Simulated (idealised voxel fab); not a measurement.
process module | voxel self aligned vias
cross-section cut | 255 nm wide | cells 5 nm
A cross-section is a grid of square cells, given in bands from the top down. A band is one or more rows of cells.
Each band's line starts with the height of the band's top and of its bottom, in nm. Then come its materials from left to right, each with its width in nm. One material with "throughout" fills the band from edge to edge. "air" is empty space.
Height 0 is the level under which the wafer as received is all one material. The lowest band goes on downwards, as in "0 down".
A width such as "30 to 40" changes by the same amount from each row of cells to the next, from the band's top row to its bottom row.
"no change" after a step means that no cell of the cross-section changed.
closed voids: empty space of 8 cells or more with no open way to the top, each as width x height at its distance from the left edge, in nm
after a step's settings: what the simulator itself notes on the step
overlay nm, on a step with a mask: how far to the right of its planned place the mask lay; to the left if negative
plan
1 op RECEIVE | material Si
2 op CONFORMAL_DEP | material SiO2 | thk nm 10
3 op CONFORMAL_DEP | material SiCN | thk nm 5
4 op DIRECTIONAL_DEP | material SiO2 | thk nm 25
5 op MASKED_ETCH | tone open | mask id LINES | width nm 25 | pitch nm 60 | etch materials SiO2 | depth nm 25 | overlay nm 0
6 op CONFORMAL_DEP | material TiN | thk nm 5
7 op FILL_DEP | material W | thk nm 5
8 op CMP | height nm 40
9 op SELECTIVE_ETCH | etch materials W Ru TiN | depth nm 10
10 op FILL_DEP | material SiN | thk nm 10
11 op CMP | height nm 40
12 op DIRECTIONAL_DEP | material SiO2 | thk nm 20
13 op MASKED_ETCH | tone open | mask id VIAS | width nm 45 | pitch nm 120 | etch materials SiO2 | depth nm 20 | overlay nm 0
14 op MASKED_ETCH | tone open | mask id VIAS | width nm 45 | pitch nm 120 | etch materials SiN | depth nm 10 | overlay nm 0
15 op CONFORMAL_DEP | material TiN | thk nm 5
16 op FILL_DEP | material Cu | thk nm 5
17 op CMP | height nm 60
18 op CONFORMAL_DEP | material SiCN | thk nm 5
as received, after step 1
  0 down: Si throughout
  closed voids: none
a wafer at the end: this start, this plan, one mistake
  65 to 60: SiCN throughout
  60 to 45: SiO2 45 | TiN 5 | Cu 35 | TiN 5 | SiO2 75 | TiN 5 | Cu 35 | TiN 5 | SiO2 45
  45 to 40: SiO2 45 | TiN 45 | SiO2 75 | TiN 45 | SiO2 45
  40 to 30: SiN 45 | TiN 10 | SiO2 25 | TiN 10 | SiN 25 | SiO2 25 | SiN 25 | TiN 10 | SiO2 25 | TiN 10 | SiN 45
  30 to 20: W 50 | TiN 5 | SiO2 25 | TiN 5 | W 25 | TiN 5 | SiO2 25 | TiN 5 | W 25 | TiN 5 | SiO2 25 | TiN 5 | W 50
  20 to 15: TiN 55 | SiO2 25 | TiN 35 | SiO2 25 | TiN 35 | SiO2 25 | TiN 55
  15 to 10: SiCN throughout
  10 to 0: SiO2 throughout
  0 down: Si throughout
  closed voids: none
what went wrong: step 5 ran as: op MASKED_ETCH | tone cover | mask id LINES | width nm 25 | pitch nm 60 | etch materials SiO2 | depth nm 25 | overlay nm 0
